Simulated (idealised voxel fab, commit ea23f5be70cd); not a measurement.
A process module follows: voxel self aligned vias.
The cross-section on display is named cut; it measures 140 nm wide, and its cells are 5 nm squares.
Cross-sections here: square-cell grids, written as top-down lists of bands, a band being one or more rows of cells. Heads up on the band format: heights come first, top then bottom, in nm. After that it's the materials left to right, each with its width in nm. A single material flagged "throughout" fills the whole band edge to edge, and "blank" means there's empty space there. The reference from which all heights are counted is 0, the level beneath which the as-received wafer is entirely one material; the lowest band, having no lower bound, proceeds downward and is written after the example "from 0 down". You'd read "30->40" like this: the band's top row of cells is as wide as the first number, its bottom row is as wide as the second, and going down, every row changes width by the same amount as the row before did. "no change", as given for a step, is the statement that not any cell of the cross-section underwent a change during that step. Closed empty spaces: empty space of 8 cells or more with no open way to the top, each as width x height at its distance from the left edge, in nm. That trailing text on a step's line, after the settings, is the simulator's own remark on the step. What "overlay nm" on a step's line means: if the step has a mask, that mask lay this far to the right of its planned place, or, when the value is negative, to the left. Pairs from here to the end. Each: cross-section before one process step, cross-section after it, the latter only as far down as the lowest band that changed. Under each: the step between, and its settings. Mind that the pairs may be taken from different runs of this module on the same starting wafer; whether a pair continues from the pair above depends on its entry headed "Snapshot before", and it does only where that entry says so.
-- Snapshot before
  from 0 down = Si throughout
  Closed empty spaces: none
-- Sectional View, Post-Process
  from 10 to 0 = SiO2 throughout
  Everything below 0 is unchanged.
  Closed empty spaces: none
Going from one cross-section above to the next, the wafer undergoes CONFORMAL_DEP [material SiO2] [thk nm 10]
Snapshot before: per the after cross-section of the pair just above.
-- Sectional View, Post-Process
  from 15 to 10 = SiCN throughout
  Everything below 10 is unchanged.
  Closed empty spaces: none
Going from one cross-section above to the next, the wafer undergoes CONFORMAL_DEP [material SiCN] [thk nm 5]
Snapshot before: per the after cross-section of the pair just above.
-- Sectional View, Post-Process
  from 35 to 15 = lowk throughout
  Everything below 15 is unchanged.
  Closed empty spaces: none
Going from one cross-section above to the next, the wafer undergoes DIRECTIONAL_DEP [material lowk] [thk nm 20]
Snapshot before: per the after cross-section of the pair just above.
-- Sectional View, Post-Process
  from 35 to 15 = lowk=20 | blank=30 | lowk=40 | blank=30 | lowk=20
  Everything below 15 is unchanged.
  Closed empty spaces: none
Going from one cross-section above to the next, the wafer undergoes MASKED_ETCH [tone open] [mask id LINES] [width nm 30] [pitch nm 70] [etch materials lowk] [depth nm 20] [overlay nm 0]
Snapshot before: per the after cross-section of the pair just above.
-- Sectional View, Post-Process
  from 40 to 35 = TiN=25 | blank=20 | TiN=50 | blank=20 | TiN=25
  from 35 to 20 = lowk=20 | TiN=5 | blank=20 | TiN=5 | lowk=40 | TiN=5 | blank=20 | TiN=5 | lowk=20
  from 20 to 15 = lowk=20 | TiN=30 | lowk=40 | TiN=30 | lowk=20
  Everything below 15 is unchanged.
  Closed empty spaces: none
Going from one cross-section above to the next, the wafer undergoes CONFORMAL_DEP [material TiN] [thk nm 5]
Snapshot before: per the after cross-section of the pair just above.
-- Sectional View, Post-Process
  from 45 to 40 = Ru throughout
  from 40 to 35 = TiN=25 | Ru=20 | TiN=50 | Ru=20 | TiN=25
  from 35 to 20 = lowk=20 | TiN=5 | Ru=20 | TiN=5 | lowk=40 | TiN=5 | Ru=20 | TiN=5 | lowk=20
  Everything below 20 is unchanged.
  Closed empty spaces: none
Going from one cross-section above to the next, the wafer undergoes FILL_DEP [material Ru] [thk nm 5]
Snapshot before: per the after cross-section of the pair just above.
-- Sectional View, Post-Process
  from 35 to 20 = lowk=20 | TiN=5 | Ru=20 | TiN=5 | lowk=40 | TiN=5 | Ru=20 | TiN=5 | lowk=20
  Everything below 20 is unchanged.
  Closed empty spaces: none
Going from one cross-section above to the next, the wafer undergoes CMP [height nm 35]
Snapshot before: per the after cross-section of the pair just above.
-- Sectional View, Post-Process
  from 35 to 30 = lowk=20 | blank=30 | lowk=40 | blank=30 | lowk=20
  Everything below 30 is unchanged.
  Closed empty spaces: none
Going from one cross-section above to the next, the wafer undergoes SELECTIVE_ETCH [etch materials W Ru TiN] [depth nm 5]
Snapshot before: per the after cross-section of the pair just above.
-- Sectional View, Post-Process
  from 45 to 35 = SiN throughout
  from 35 to 30 = lowk=20 | SiN=30 | lowk=40 | SiN=30 | lowk=20
  Everything below 30 is unchanged.
  Closed empty spaces: none
Going from one cross-section above to the next, the wafer undergoes FILL_DEP [material SiN] [thk nm 10]
Snapshot before: per the after cross-section of the pair just above.
-- Sectional View, Post-Process
  from 35 to 30 = lowk=20 | SiN=30 | lowk=40 | SiN=30 | lowk=20
  Everything below 30 is unchanged.
  Closed empty spaces: none
Going from one cross-section above to the next, the wafer undergoes CMP [height nm 35]
Snapshot before: per the after cross-section of the pair just above.
-- Sectional View, Post-Process
  from 55 to 35 = lowk throughout
  Everything below 35 is unchanged.
  Closed empty spaces: none
Going from one cross-section above to the next, the wafer undergoes DIRECTIONAL_DEP [material lowk] [thk nm 20]
Snapshot before: per the after cross-section of the pair just above.
-- Sectional View, Post-Process
  from 75 to 55 = resist=15 | blank=40 | resist=85
  Everything below 55 is unchanged.
  Closed empty spaces: none
Going from one cross-section above to the next, the wafer undergoes PATTERN [tone open] [mask id VIAS] [material resist] [width nm 40] [thk nm 20] [overlay nm 0]
Snapshot before: per the after cross-section of the pair just above.
-- Sectional View, Post-Process
  from 75 to 55 = resist=15 | blank=40 | resist=85
  from 55 to 35 = lowk=15 | blank=40 | lowk=85
  Everything below 35 is unchanged.
  Closed empty spaces: none
Going from one cross-section above to the next, the wafer undergoes DIRECTIONAL_ETCH [etch materials lowk] [depth nm 20]
Snapshot before: per the after cross-section of the pair just above.
-- Sectional View, Post-Process
  from 75 to 55 = resist=15 | blank=40 | resist=85
  from 55 to 35 = lowk=15 | blank=40 | lowk=85
  from 35 to 30 = lowk=20 | blank=30 | lowk=40 | SiN=30 | lowk=20
  Everything below 30 is unchanged.
  Closed empty spaces: none
Going from one cross-section above to the next, the wafer undergoes DIRECTIONAL_ETCH [etch materials SiN] [depth nm 5]
Snapshot before: per the after cross-section of the pair just above.
-- Sectional View, Post-Process
  from 55 to 35 = lowk=15 | blank=40 | lowk=85
  Everything below 35 is unchanged.
  Closed empty spaces: none
Going from one cross-section above to the next, the wafer undergoes STRIP [etch materials resist]
Snapshot before: per the after cross-section of the pair just above.
-- Sectional View, Post-Process
  from 60 to 55 = TiN=20 | blank=30 | TiN=90
  from 55 to 40 = lowk=15 | TiN=5 | blank=30 | TiN=5 | lowk=85
  from 40 to 35 = lowk=15 | TiN=10 | blank=20 | TiN=10 | lowk=85
  from 35 to 30 = lowk=20 | TiN=30 | lowk=40 | SiN=30 | lowk=20
  Everything below 30 is unchanged.
  Closed empty spaces: none
Going from one cross-section above to the next, the wafer undergoes CONFORMAL_DEP [material TiN] [thk nm 5]
Snapshot before: per the after cross-section of the pair just above.
-- Sectional View, Post-Process
  from 70 to 60 = Cu throughout
  from 60 to 55 = TiN=20 | Cu=30 | TiN=90
  from 55 to 40 = lowk=15 | TiN=5 | Cu=30 | TiN=5 | lowk=85
  from 40 to 35 = lowk=15 | TiN=10 | Cu=20 | TiN=10 | lowk=85
  Everything below 35 is unchanged.
  Closed empty spaces: none
Going from one cross-section above to the next, the wafer undergoes FILL_DEP [material Cu] [thk nm 10]
Snapshot before: per the after cross-section of the pair just above.
-- Sectional View, Post-Process
  from 55 to 40 = lowk=15 | TiN=5 | Cu=30 | TiN=5 | lowk=85
  Everything below 40 is unchanged.
  Closed empty spaces: none
Going from one cross-section above to the next, the wafer undergoes CMP [height nm 55]
Snapshot before: per the after cross-section of the pair just above.
-- Sectional View, Post-Process
  from 60 to 55 = SiCN throughout
  Everything below 55 is unchanged.
  Closed empty spaces: none
Going from one cross-section above to the next, the wafer undergoes CONFORMAL_DEP [material SiCN] [thk nm 5]
-- Snapshot before
  from 0 down = Si throughout
  Closed empty spaces: none
-- Sectional View, Post-Process
  from 5 to 0 = SiCN throughout
  Everything below 0 is unchanged.
  Closed empty spaces: none
Going from one cross-section above to the next, the wafer undergoes CONFORMAL_DEP [material SiCN] [thk nm 5]
Snapshot before: per the after cross-section of the pair just above.
-- Sectional View, Post-Process
  from 25 to 5 = lowk throughout
  Everything below 5 is unchanged.
  Closed empty spaces: none
Going from one cross-section above to the next, the wafer undergoes DIRECTIONAL_DEP [material lowk] [thk nm 20]
Snapshot before: per the after cross-section of the pair just above.
-- Sectional View, Post-Process
  from 25 to 5 = lowk=20 | blank=30 | lowk=40 | blank=30 | lowk=20
  Everything below 5 is unchanged.
  Closed empty spaces: none
Going from one cross-section above to the next, the wafer undergoes MASKED_ETCH [tone open] [mask id LINES] [width nm 30] [pitch nm 70] [etch materials lowk] [depth nm 20] [overlay nm 0]
Snapshot before: per the after cross-section of the pair just above.
-- Sectional View, Post-Process
  from 30 to 25 = TiN=25 | blank=20 | TiN=50 | blank=20 | TiN=25
  from 25 to 10 = lowk=20 | TiN=5 | blank=20 | TiN=5 | lowk=40 | TiN=5 | blank=20 | TiN=5 | lowk=20
  from 10 to 5 = lowk=20 | TiN=30 | lowk=40 | TiN=30 | lowk=20
  Everything below 5 is unchanged.
  Closed empty spaces: none
Going from one cross-section above to the next, the wafer undergoes CONFORMAL_DEP [material TiN] [thk nm 5]
Snapshot before: per the after cross-section of the pair just above.
-- Sectional View, Post-Process
  from 35 to 30 = Ru throughout
  from 30 to 25 = TiN=25 | Ru=20 | TiN=50 | Ru=20 | TiN=25
  from 25 to 10 = lowk=20 | TiN=5 | Ru=20 | TiN=5 | lowk=40 | TiN=5 | Ru=20 | TiN=5 | lowk=20
  Everything below 10 is unchanged.
  Closed empty spaces: none
Going from one cross-section above to the next, the wafer undergoes FILL_DEP [material Ru] [thk nm 5]
Snapshot before: per the after cross-section of the pair just above.
-- Sectional View, Post-Process
  from 30 to 25 = TiN=25 | Ru=20 | TiN=50 | Ru=20 | TiN=25
  Everything below 25 is unchanged.
  Closed empty spaces: none
Going from one cross-section above to the next, the wafer undergoes SELECTIVE_ETCH [etch materials W Ru TiN] [depth nm 5]
Snapshot before: per the after cross-section of the pair just above.
-- Sectional View, Post-Process
  from 40 to 30 = SiN throughout
  Everything below 30 is unchanged.
  Closed empty spaces: none
Going from one cross-section above to the next, the wafer undergoes FILL_DEP [material SiN] [thk nm 10]
Snapshot before: per the after cross-section of the pair just above.
-- Sectional View, Post-Process
  from 35 to 30 = SiN throughout
  Everything below 30 is unchanged.
  Closed empty spaces: none
Going from one cross-section above to the next, the wafer undergoes CMP [height nm 35]
Snapshot before: per the after cross-section of the pair just above.
-- Sectional View, Post-Process
  from 55 to 35 = lowk throughout
  Everything below 35 is unchanged.
  Closed empty spaces: none
Going from one cross-section above to the next, the wafer undergoes DIRECTIONAL_DEP [material lowk] [thk nm 20]
Snapshot before: per the after cross-section of the pair just above.
-- Sectional View, Post-Process
  from 75 to 55 = resist=15 | blank=40 | resist=85
  Everything below 55 is unchanged.
  Closed empty spaces: none
Going from one cross-section above to the next, the wafer undergoes PATTERN [tone open] [mask id VIAS] [material resist] [width nm 40] [thk nm 20] [overlay nm 0]
Snapshot before: per the after cross-section of the pair just above.
-- Sectional View, Post-Process
  from 75 to 55 = resist=15 | blank=40 | resist=85
  from 55 to 35 = lowk=15 | blank=40 | lowk=85
  Everything below 35 is unchanged.
  Closed empty spaces: none
Going from one cross-section above to the next, the wafer undergoes DIRECTIONAL_ETCH [etch materials lowk] [depth nm 20]
Snapshot before: per the after cross-section of the pair just above.
-- Sectional View, Post-Process
  from 75 to 55 = resist=15 | blank=40 | resist=85
  from 55 to 35 = lowk=15 | blank=40 | lowk=85
  from 35 to 30 = SiN=15 | blank=40 | SiN=85
  Everything below 30 is unchanged.
  Closed empty spaces: none
Going from one cross-section above to the next, the wafer undergoes DIRECTIONAL_ETCH [etch materials SiN] [depth nm 5]
Snapshot before: per the after cross-section of the pair just above.
-- Sectional View, Post-Process
  from 55 to 35 = lowk=15 | blank=40 | lowk=85
  Everything below 35 is unchanged.
  Closed empty spaces: none
Going from one cross-section above to the next, the wafer undergoes STRIP [etch materials resist]
Snapshot before: per the after cross-section of the pair just above.
-- Sectional View, Post-Process
  from 60 to 55 = TiN=20 | blank=30 | TiN=90
  from 55 to 35 = lowk=15 | TiN=5 | blank=30 | TiN=5 | lowk=85
  from 35 to 30 = SiN=15 | TiN=40 | SiN=85
  Everything below 30 is unchanged.
  Closed empty spaces: none
Going from one cross-section above to the next, the wafer undergoes CONFORMAL_DEP [material TiN] [thk nm 5]
Snapshot before: per the after cross-section of the pair just above.
-- Sectional View, Post-Process
  from 70 to 60 = Cu throughout
  from 60 to 55 = TiN=20 | Cu=30 | TiN=90
  from 55 to 35 = lowk=15 | TiN=5 | Cu=30 | TiN=5 | lowk=85
  Everything below 35 is unchanged.
  Closed empty spaces: none
Going from one cross-section above to the next, the wafer undergoes FILL_DEP [material Cu] [thk nm 10]
Snapshot before: per the after cross-section of the pair just above.
-- Sectional View, Post-Process
  from 55 to 35 = lowk=15 | TiN=5 | Cu=30 | TiN=5 | lowk=85
  Everything below 35 is unchanged.
  Closed empty spaces: none
Going from one cross-section above to the next, the wafer undergoes CMP [height nm 55]
Snapshot before: per the after cross-section of the pair just above.
-- Sectional View, Post-Process
  from 60 to 55 = SiCN throughout
  Everything below 55 is unchanged.
  Closed empty spaces: none
Going from one cross-section above to the next, the wafer undergoes CONFORMAL_DEP [material SiCN] [thk nm 5]
-- Snapshot before
  from 75 to 55 = resist=15 | blank=40 | resist=85
  from 55 to 35 = lowk=15 | blank=40 | lowk=85
  from 35 to 30 = lowk=20 | SiN=30 | lowk=40 | SiN=30 | lowk=20
  from 30 to 20 = lowk=20 | TiN=5 | Ru=20 | TiN=5 | lowk=40 | TiN=5 | Ru=20 | TiN=5 | lowk=20
  from 20 to 15 = lowk=20 | TiN=30 | lowk=40 | TiN=30 | lowk=20
  from 15 to 10 = SiCN throughout
  from 10 to 0 = SiO2 throughout
  from 0 down = Si throughout
  Closed empty spaces: none
-- Sectional View, Post-Process
  from 75 to 55 = resist=15 | blank=40 | resist=85
  from 55 to 35 = lowk=15 | blank=40 | lowk=85
  from 35 to 30 = lowk=15 | blank=5 | SiN=30 | blank=5 | lowk=35 | SiN=30 | lowk=20
  from 30 to 20 = lowk=15 | blank=5 | TiN=5 | Ru=20 | TiN=5 | blank=5 | lowk=35 | TiN=5 | Ru=20 | TiN=5 | lowk=20
  from 20 to 15 = lowk=15 | blank=5 | TiN=30 | blank=5 | lowk=35 | TiN=30 | lowk=20
  Everything below 15 is unchanged.
  Closed empty spaces: none
Going from one cross-section above to the next, the wafer undergoes DIRECTIONAL_ETCH [etch materials lowk] [depth nm 20]
Snapshot before: per the after cross-section of the pair just above.
-- Sectional View, Post-Process
  from 75 to 55 = resist=15 | blank=40 | resist=85
  from 55 to 35 = lowk=15 | blank=40 | lowk=85
  from 35 to 30 = lowk=15 | blank=40 | lowk=35 | SiN=30 | lowk=20
  Everything below 30 is unchanged.
  Closed empty spaces: none
Going from one cross-section above to the next, the wafer undergoes DIRECTIONAL_ETCH [etch materials SiN] [depth nm 5]
Snapshot before: per the after cross-section of the pair just above.
-- Sectional View, Post-Process
  from 55 to 35 = lowk=15 | blank=40 | lowk=85
  Everything below 35 is unchanged.
  Closed empty spaces: none
Going from one cross-section above to the next, the wafer undergoes STRIP [etch materials resist]
Snapshot before: per the after cross-section of the pair just above.
-- Sectional View, Post-Process
  from 60 to 55 = TiN=20 | blank=30 | TiN=90
  from 55 to 35 = lowk=15 | TiN=5 | blank=30 | TiN=5 | lowk=85
  from 35 to 30 = lowk=15 | TiN=40 | lowk=35 | SiN=30 | lowk=20
  from 30 to 20 = lowk=15 | TiN=10 | Ru=20 | TiN=10 | lowk=35 | TiN=5 | Ru=20 | TiN=5 | lowk=20
  from 20 to 15 = lowk=15 | TiN=40 | lowk=35 | TiN=30 | lowk=20
  Everything below 15 is unchanged.
  Closed empty spaces: none
Going from one cross-section above to the next, the wafer undergoes CONFORMAL_DEP [material TiN] [thk nm 5]
Snapshot before: per the after cross-section of the pair just above.
-- Sectional View, Post-Process
  from 70 to 60 = Cu throughout
  from 60 to 55 = TiN=20 | Cu=30 | TiN=90
  from 55 to 35 = lowk=15 | TiN=5 | Cu=30 | TiN=5 | lowk=85
  Everything below 35 is unchanged.
  Closed empty spaces: none
Going from one cross-section above to the next, the wafer undergoes FILL_DEP [material Cu] [thk nm 10]
Snapshot before: per the after cross-section of the pair just above.
-- Sectional View, Post-Process
  from 55 to 35 = lowk=15 | TiN=5 | Cu=30 | TiN=5 | lowk=85
  Everything below 35 is unchanged.
  Closed empty spaces: none
Going from one cross-section above to the next, the wafer undergoes CMP [height nm 55]
Snapshot before: per the after cross-section of the pair just above.
-- Sectional View, Post-Process
  from 60 to 55 = SiCN throughout
  Everything below 55 is unchanged.
  Closed empty spaces: none
Going from one cross-section above to the next, the wafer undergoes CONFORMAL_DEP [material SiCN] [thk nm 5]
-- Snapshot before
  from 10 to 0 = SiO2 throughout
  from 0 down = Si throughout
  Closed empty spaces: none
-- Sectional View, Post-Process
  from 30 to 10 = lowk throughout
  Everything below 10 is unchanged.
  Closed empty spaces: none
Going from one cross-section above to the next, the wafer undergoes DIRECTIONAL_DEP [material lowk] [thk nm 20]
Snapshot before: per the after cross-section of the pair just above.
-- Sectional View, Post-Process
  from 35 to 30 = SiCN throughout
  Everything below 30 is unchanged.
  Closed empty spaces: none
Going from one cross-section above to the next, the wafer undergoes CONFORMAL_DEP [material SiCN] [thk nm 5]
Snapshot before: per the after cross-section of the pair just above.
-- Sectional View, Post-Process
  from 40 to 35 = TiN throughout
  Everything below 35 is unchanged.
  Closed empty spaces: none
Going from one cross-section above to the next, the wafer undergoes CONFORMAL_DEP [material TiN] [thk nm 5]
Snapshot before: per the after cross-section of the pair just above.
-- Sectional View, Post-Process
  from 45 to 40 = Ru throughout
  Everything below 40 is unchanged.
  Closed empty spaces: none
Going from one cross-section above to the next, the wafer undergoes FILL_DEP [material Ru] [thk nm 5]
Snapshot before: per the after cross-section of the pair just above.
-- Sectional View, Post-Process
  from 35 to 30 = SiCN throughout
  Everything below 30 is unchanged.
  Closed empty spaces: none
Going from one cross-section above to the next, the wafer undergoes CMP [height nm 35]
Snapshot before: per the after cross-section of the pair just above.
-- Sectional View, Post-Process
  from 45 to 35 = SiN throughout
  Everything below 35 is unchanged.
  Closed empty spaces: none
Going from one cross-section above to the next, the wafer undergoes FILL_DEP [material SiN] [thk nm 10]
Snapshot before: per the after cross-section of the pair just above.
-- Sectional View, Post-Process
  from 35 to 30 = SiCN throughout
  Everything below 30 is unchanged.
  Closed empty spaces: none
Going from one cross-section above to the next, the wafer undergoes CMP [height nm 35]
Snapshot before: per the after cross-section of the pair just above.
-- Sectional View, Post-Process
  from 55 to 35 = lowk throughout
  Everything below 35 is unchanged.
  Closed empty spaces: none
Going from one cross-section above to the next, the wafer undergoes DIRECTIONAL_DEP [material lowk] [thk nm 20]
Snapshot before: per the after cross-section of the pair just above.
-- Sectional View, Post-Process
  from 75 to 55 = resist=15 | blank=40 | resist=85
  Everything below 55 is unchanged.
  Closed empty spaces: none
Going from one cross-section above to the next, the wafer undergoes PATTERN [tone open] [mask id VIAS] [material resist] [width nm 40] [thk nm 20] [overlay nm 0]
Snapshot before: per the after cross-section of the pair just above.
-- Sectional View, Post-Process
  from 75 to 55 = resist=15 | blank=40 | resist=85
  from 55 to 35 = lowk=15 | blank=40 | lowk=85
  Everything below 35 is unchanged.
  Closed empty spaces: none
Going from one cross-section above to the next, the wafer undergoes DIRECTIONAL_ETCH [etch materials lowk] [depth nm 20]
Snapshot before: per the after cross-section of the pair just above.
-- Sectional View, Post-Process
  from 55 to 35 = lowk=15 | blank=40 | lowk=85
  Everything below 35 is unchanged.
  Closed empty spaces: none
Going from one cross-section above to the next, the wafer undergoes STRIP [etch materials resist]
Snapshot before: per the after cross-section of the pair just above.
-- Sectional View, Post-Process
  from 60 to 55 = TiN=20 | blank=30 | TiN=90
  from 55 to 40 = lowk=15 | TiN=5 | blank=30 | TiN=5 | lowk=85
  from 40 to 35 = lowk=15 | TiN=40 | lowk=85
  Everything below 35 is unchanged.
  Closed empty spaces: none
Going from one cross-section above to the next, the wafer undergoes CONFORMAL_DEP [material TiN] [thk nm 5]
Snapshot before: per the after cross-section of the pair just above.
-- Sectional View, Post-Process
  from 70 to 60 = Cu throughout
  from 60 to 55 = TiN=20 | Cu=30 | TiN=90
  from 55 to 40 = lowk=15 | TiN=5 | Cu=30 | TiN=5 | lowk=85
  Everything below 40 is unchanged.
  Closed empty spaces: none
Going from one cross-section above to the next, the wafer undergoes FILL_DEP [material Cu] [thk nm 10]
Snapshot before: per the after cross-section of the pair just above.
-- Sectional View, Post-Process
  from 55 to 40 = lowk=15 | TiN=5 | Cu=30 | TiN=5 | lowk=85
  Everything below 40 is unchanged.
  Closed empty spaces: none
Going from one cross-section above to the next, the wafer undergoes CMP [height nm 55]
Snapshot before: per the after cross-section of the pair just above.
-- Sectional View, Post-Process
  from 60 to 55 = SiCN throughout
  Everything below 55 is unchanged.
  Closed empty spaces: none
Going from one cross-section above to the next, the wafer undergoes CONFORMAL_DEP [material SiCN] [thk nm 5]
-- Snapshot before
  from 0 down = Si throughout
  Closed empty spaces: none
-- Sectional View, Post-Process
  from 15 to 0 = SiO2 throughout
  Everything below 0 is unchanged.
  Closed empty spaces: none
Going from one cross-section above to the next, the wafer undergoes CONFORMAL_DEP [material SiO2] [thk nm 15]
Snapshot before: per the after cross-section of the pair just above.
-- Sectional View, Post-Process
  from 20 to 15 = SiCN throughout
  Everything below 15 is unchanged.
  Closed empty spaces: none
Going from one cross-section above to the next, the wafer undergoes CONFORMAL_DEP [material SiCN] [thk nm 5]
Snapshot before: per the after cross-section of the pair just above.
-- Sectional View, Post-Process
  from 40 to 20 = lowk throughout
  Everything below 20 is unchanged.
  Closed empty spaces: none
Going from one cross-section above to the next, the wafer undergoes DIRECTIONAL_DEP [material lowk] [thk nm 20]
Snapshot before: per the after cross-section of the pair just above.
-- Sectional View, Post-Process
  from 40 to 20 = lowk=20 | blank=30 | lowk=40 | blank=30 | lowk=20
  Everything below 20 is unchanged.
  Closed empty spaces: none
Going from one cross-section above to the next, the wafer undergoes MASKED_ETCH [tone open] [mask id LINES] [width nm 30] [pitch nm 70] [etch materials lowk] [depth nm 20] [overlay nm 0]
Snapshot before: per the after cross-section of the pair just above.
-- Sectional View, Post-Process
  from 45 to 40 = TiN=25 | blank=20 | TiN=50 | blank=20 | TiN=25
  from 40 to 25 = lowk=20 | TiN=5 | blank=20 | TiN=5 | lowk=40 | TiN=5 | blank=20 | TiN=5 | lowk=20
  from 25 to 20 = lowk=20 | TiN=30 | lowk=40 | TiN=30 | lowk=20
  Everything below 20 is unchanged.
  Closed empty spaces: none
Going from one cross-section above to the next, the wafer undergoes CONFORMAL_DEP [material TiN] [thk nm 5]
Snapshot before: per the after cross-section of the pair just above.
-- Sectional View, Post-Process
  from 50 to 45 = Ru throughout
  from 45 to 40 = TiN=25 | Ru=20 | TiN=50 | Ru=20 | TiN=25
  from 40 to 25 = lowk=20 | TiN=5 | Ru=20 | TiN=5 | lowk=40 | TiN=5 | Ru=20 | TiN=5 | lowk=20
  Everything below 25 is unchanged.
  Closed empty spaces: none
Going from one cross-section above to the next, the wafer undergoes FILL_DEP [material Ru] [thk nm 5]
Snapshot before: per the after cross-section of the pair just above.
-- Sectional View, Post-Process
  from 35 to 25 = lowk=20 | TiN=5 | Ru=20 | TiN=5 | lowk=40 | TiN=5 | Ru=20 | TiN=5 | lowk=20
  Everything below 25 is unchanged.
  Closed empty spaces: none
Going from one cross-section above to the next, the wafer undergoes CMP [height nm 35]
Snapshot before: per the after cross-section of the pair just above.
-- Sectional View, Post-Process
  from 35 to 30 = lowk=20 | blank=30 | lowk=40 | blank=30 | lowk=20
  Everything below 30 is unchanged.
  Closed empty spaces: none
Going from one cross-section above to the next, the wafer undergoes SELECTIVE_ETCH [etch materials W Ru TiN] [depth nm 5]
Snapshot before: per the after cross-section of the pair just above.
-- Sectional View, Post-Process
  from 45 to 35 = SiN throughout
  from 35 to 30 = lowk=20 | SiN=30 | lowk=40 | SiN=30 | lowk=20
  Everything below 30 is unchanged.
  Closed empty spaces: none
Going from one cross-section above to the next, the wafer undergoes FILL_DEP [material SiN] [thk nm 10]
Snapshot before: per the after cross-section of the pair just above.
-- Sectional View, Post-Process
  from 35 to 30 = lowk=20 | SiN=30 | lowk=40 | SiN=30 | lowk=20
  Everything below 30 is unchanged.
  Closed empty spaces: none
Going from one cross-section above to the next, the wafer undergoes CMP [height nm 35]
Snapshot before: per the after cross-section of the pair just above.
-- Sectional View, Post-Process
  from 55 to 35 = lowk throughout
  Everything below 35 is unchanged.
  Closed empty spaces: none
Going from one cross-section above to the next, the wafer undergoes DIRECTIONAL_DEP [material lowk] [thk nm 20]
Snapshot before: per the after cross-section of the pair just above.
-- Sectional View, Post-Process
  from 75 to 55 = resist=15 | blank=40 | resist=85
  Everything below 55 is unchanged.
  Closed empty spaces: none
Going from one cross-section above to the next, the wafer undergoes PATTERN [tone open] [mask id VIAS] [material resist] [width nm 40] [thk nm 20] [overlay nm 0]
Snapshot before: per the after cross-section of the pair just above.
-- Sectional View, Post-Process
  from 75 to 55 = resist=15 | blank=40 | resist=85
  from 55 to 35 = lowk=15 | blank=40 | lowk=85
  Everything below 35 is unchanged.
  Closed empty spaces: none
Going from one cross-section above to the next, the wafer undergoes DIRECTIONAL_ETCH [etch materials lowk] [depth nm 20]
Snapshot before: per the after cross-section of the pair just above.
-- Sectional View, Post-Process
  from 75 to 55 = resist=15 | blank=40 | resist=85
  from 55 to 35 = lowk=15 | blank=40 | lowk=85
  from 35 to 30 = lowk=20 | blank=30 | lowk=40 | SiN=30 | lowk=20
  Everything below 30 is unchanged.
  Closed empty spaces: none
Going from one cross-section above to the next, the wafer undergoes DIRECTIONAL_ETCH [etch materials SiN] [depth nm 5]
Snapshot before: per the after cross-section of the pair just above.
-- Sectional View, Post-Process
  from 55 to 35 = lowk=15 | blank=40 | lowk=85
  Everything below 35 is unchanged.
  Closed empty spaces: none
Going from one cross-section above to the next, the wafer undergoes STRIP [etch materials resist]
Snapshot before: per the after cross-section of the pair just above.
-- Sectional View, Post-Process
  from 60 to 55 = TiN=20 | blank=30 | TiN=90
  from 55 to 40 = lowk=15 | TiN=5 | blank=30 | TiN=5 | lowk=85
  from 40 to 35 = lowk=15 | TiN=10 | blank=20 | TiN=10 | lowk=85
  from 35 to 30 = lowk=20 | TiN=30 | lowk=40 | SiN=30 | lowk=20
  Everything below 30 is unchanged.
  Closed empty spaces: none
Going from one cross-section above to the next, the wafer undergoes CONFORMAL_DEP [material TiN] [thk nm 5]
Snapshot before: per the after cross-section of the pair just above.
-- Sectional View, Post-Process
  from 70 to 60 = Cu throughout
  from 60 to 55 = TiN=20 | Cu=30 | TiN=90
  from 55 to 40 = lowk=15 | TiN=5 | Cu=30 | TiN=5 | lowk=85
  from 40 to 35 = lowk=15 | TiN=10 | Cu=20 | TiN=10 | lowk=85
  Everything below 35 is unchanged.
  Closed empty spaces: none
Going from one cross-section above to the next, the wafer undergoes FILL_DEP [material Cu] [thk nm 10]
Snapshot before: per the after cross-section of the pair just above.
-- Sectional View, Post-Process
  from 55 to 40 = lowk=15 | TiN=5 | Cu=30 | TiN=5 | lowk=85
  Everything below 40 is unchanged.
  Closed empty spaces: none
Going from one cross-section above to the next, the wafer undergoes CMP [height nm 55]
Snapshot before: per the after cross-section of the pair just above.
-- Sectional View, Post-Process
  from 60 to 55 = SiCN throughout
  Everything below 55 is unchanged.
  Closed empty spaces: none
Going from one cross-section above to the next, the wafer undergoes CONFORMAL_DEP [material SiCN] [thk nm 5]
-- Snapshot before
  from 35 to 15 = lowk throughout
  from 15 to 10 = SiCN throughout
  from 10 to 0 = SiO2 throughout
  from 0 down = Si throughout
  Closed empty spaces: none
-- Sectional View, Post-Process
  from 35 to 15 = lowk=15 | blank=40 | lowk=30 | blank=40 | lowk=15
  Everything below 15 is unchanged.
  Closed empty spaces: none
Going from one cross-section above to the next, the wafer undergoes MASKED_ETCH [tone open] [mask id LINES] [width nm 40] [pitch nm 70] [etch materials lowk] [depth nm 20] [overlay nm 0]
Snapshot before: per the after cross-section of the pair just above.
-- Sectional View, Post-Process
  from 40 to 35 = TiN=20 | blank=30 | TiN=40 | blank=30 | TiN=20
  from 35 to 20 = lowk=15 | TiN=5 | blank=30 | TiN=5 | lowk=30 | TiN=5 | blank=30 | TiN=5 | lowk=15
  from 20 to 15 = lowk=15 | TiN=40 | lowk=30 | TiN=40 | lowk=15
  Everything below 15 is unchanged.
  Closed empty spaces: none
Going from one cross-section above to the next, the wafer undergoes CONFORMAL_DEP [material TiN] [thk nm 5]
Snapshot before: per the after cross-section of the pair just above.
-- Sectional View, Post-Process
  from 45 to 40 = Ru throughout
  from 40 to 35 = TiN=20 | Ru=30 | TiN=40 | Ru=30 | TiN=20
  from 35 to 20 = lowk=15 | TiN=5 | Ru=30 | TiN=5 | lowk=30 | TiN=5 | Ru=30 | TiN=5 | lowk=15
  Everything below 20 is unchanged.
  Closed empty spaces: none
Going from one cross-section above to the next, the wafer undergoes FILL_DEP [material Ru] [thk nm 5]
Snapshot before: per the after cross-section of the pair just above.
-- Sectional View, Post-Process
  from 35 to 20 = lowk=15 | TiN=5 | Ru=30 | TiN=5 | lowk=30 | TiN=5 | Ru=30 | TiN=5 | lowk=15
  Everything below 20 is unchanged.
  Closed empty spaces: none
Going from one cross-section above to the next, the wafer undergoes CMP [height nm 35]
Snapshot before: per the after cross-section of the pair just above.
-- Sectional View, Post-Process
  from 35 to 30 = lowk=15 | blank=40 | lowk=30 | blank=40 | lowk=15
  Everything below 30 is unchanged.
  Closed empty spaces: none
Going from one cross-section above to the next, the wafer undergoes SELECTIVE_ETCH [etch materials W Ru TiN] [depth nm 5]
Snapshot before: per the after cross-section of the pair just above.
-- Sectional View, Post-Process
  from 45 to 35 = SiN throughout
  from 35 to 30 = lowk=15 | SiN=40 | lowk=30 | SiN=40 | lowk=15
  Everything below 30 is unchanged.
  Closed empty spaces: none
Going from one cross-section above to the next, the wafer undergoes FILL_DEP [material SiN] [thk nm 10]
